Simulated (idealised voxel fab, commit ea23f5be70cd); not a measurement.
You're looking at the process module voxel ribs on slabs.
Section cut is 200 nm wide and gridded with 5 nm square cells.
Cross-sections here: square-cell grids, written as top-down lists of bands, a band being one or more rows of cells. A band entry consists of two parts. The first gives the height of the band's top and the height of its bottom, in nm. The rest lists the band's materials from left to right, each with its width in nm. A single material labelled with the word "everywhere" fills the band from edge to edge, and the word "air" marks empty space. Below 0: as-received wafer, all one material; heights counted from there. Lowest band: no bottom, goes on down, written "z 0 and below". You'd read "30 to 40" like this: the band's top row of cells is as wide as the first number, its bottom row is as wide as the second, and going down, every row changes width by the same amount as the row before did. "nothing different", as given for a step, is the statement that not any cell of the cross-section underwent a change during that step. The entry titled "Enclosed void catalog" provides the empty spaces that have no open way to the top, restricted to those of 8 cells or more. Each is presented as width x height at distance, the distance being measured from the left edge, with all three in nm. Heads up: the bit after the settings on a step's line is the simulator's remark on that step. "overlay nm" denotes, for a step that has a mask, the displacement of the mask to the right of its planned place, with negative values corresponding to the left. From here on the document is pairs. In a pair, the cross-section before one process step comes with the cross-section after it, and the latter goes no deeper than the lowest band that changed. What lies in between, the step and its settings, is written under the pair. A pair may be from a different run of this module on the same starting wafer than the pair above it, so it continues from that pair only where its entry headed "Before the step" says so.
Before the step
* z 50 to 30 | 85 of SiN; 25 of air; 90 of SiN
* z 30 to 25 | SiN everywhere
* z 25 to 0 | SiO2 everywhere
* z 0 and below | Si everywhere
* Enclosed void catalog: none
Cut View, Post-Step
* z 65 to 50 | 85 of aC; 25 of air; 90 of aC
* z 50 to 45 | 85 of SiN; 25 of air; 90 of SiN
* z 45 to 30 | 85 of SiN; 25 of aC; 90 of SiN
* Whatever lies below 30 is exactly as it was before.
* Enclosed void catalog: none
The before and after cross-sections above differ by one step: DIRECTIONAL_DEP | material aC | thk nm 15
Before the step: the cross-section after the pair above
Cut View, Post-Step
* z 95 to 65 | 70 of air; 55 of resist; 75 of air
* z 65 to 50 | 85 of aC; 25 of resist; 90 of aC
* z 50 to 45 | 85 of SiN; 25 of resist; 90 of SiN
* Whatever lies below 45 is exactly as it was before.
* Enclosed void catalog: none
The before and after cross-sections above differ by one step: PATTERN | tone cover | mask id SLAB | material resist | width nm 55 | thk nm 30 | overlay nm 0
Before the step: the cross-section after the pair above
Cut View, Post-Step
* z 80 to 65 | 70 of air; 55 of resist; 75 of air
* z 65 to 50 | 70 of air; 15 of aC; 25 of resist; 15 of aC; 75 of air
* Whatever lies below 50 is exactly as it was before.
* Enclosed void catalog: none
The before and after cross-sections above differ by one step: DIRECTIONAL_ETCH | etch materials aC | depth nm 15
Before the step: the cross-section after the pair above
Cut View, Post-Step
* z 65 to 50 | 70 of air; 15 of aC; 25 of air; 15 of aC; 75 of air
* z 50 to 45 | 85 of SiN; 25 of air; 90 of SiN
* Whatever lies below 45 is exactly as it was before.
* Enclosed void catalog: none
The before and after cross-sections above differ by one step: STRIP | etch materials resist
Before the step: the cross-section after the pair above
Cut View, Post-Step
* z 65 to 50 | 70 of air; 15 of aC; 25 of air; 15 of aC; 75 of air
* z 50 to 45 | 70 of air; 15 of SiN; 25 of air; 15 of SiN; 75 of air
* Whatever lies below 45 is exactly as it was before.
* Enclosed void catalog: none
The before and after cross-sections above differ by one step: DIRECTIONAL_ETCH | etch materials SiN | depth nm 5
Before the step: the cross-section after the pair above
Cut View, Post-Step
* z 50 to 45 | 70 of air; 15 of SiN; 25 of air; 15 of SiN; 75 of air
* z 45 to 30 | 85 of SiN; 25 of air; 90 of SiN
* Whatever lies below 30 is exactly as it was before.
* Enclosed void catalog: none
The before and after cross-sections above differ by one step: STRIP | etch materials aC
Before the step: the cross-section after the pair above
Cut View, Post-Step
* z 70 to 50 | SiO2 everywhere
* z 50 to 45 | 70 of SiO2; 15 of SiN; 25 of SiO2; 15 of SiN; 75 of SiO2
* z 45 to 30 | 85 of SiN; 25 of SiO2; 90 of SiN
* Whatever lies below 30 is exactly as it was before.
* Enclosed void catalog: none
The before and after cross-sections above differ by one step: FILL_DEP | material SiO2 | thk nm 20
Before the step: the cross-section after the pair above
Cut View, Post-Step
* z 60 to 50 | SiO2 everywhere
* Whatever lies below 50 is exactly as it was before.
* Enclosed void catalog: none
The before and after cross-sections above differ by one step: CMP | height nm 60
Before the step: the cross-section after the pair above
Cut View, Post-Step
* z 65 to 60 | W everywhere
* Whatever lies below 60 is exactly as it was before.
* Enclosed void catalog: none
The before and after cross-sections above differ by one step: DIRECTIONAL_DEP | material W | thk nm 5
Before the step: the cross-section after the pair above
Cut View, Post-Step
* z 65 to 60 | 80 of air; 35 of W; 85 of air
* Whatever lies below 60 is exactly as it was before.
* Enclosed void catalog: none
The before and after cross-sections above differ by one step: MASKED_ETCH | tone cover | mask id HEATER | width nm 35 | etch materials W | depth nm 5 | overlay nm 0
Before the step: the cross-section after the pair above
Cut View, Post-Step
* z 75 to 70 | 70 of air; 55 of SiN; 75 of air
* z 70 to 65 | SiN everywhere
* z 65 to 60 | 80 of SiN; 35 of W; 85 of SiN
* Whatever lies below 60 is exactly as it was before.
* Enclosed void catalog: none
The before and after cross-sections above differ by one step: CONFORMAL_DEP | material SiN | thk nm 10
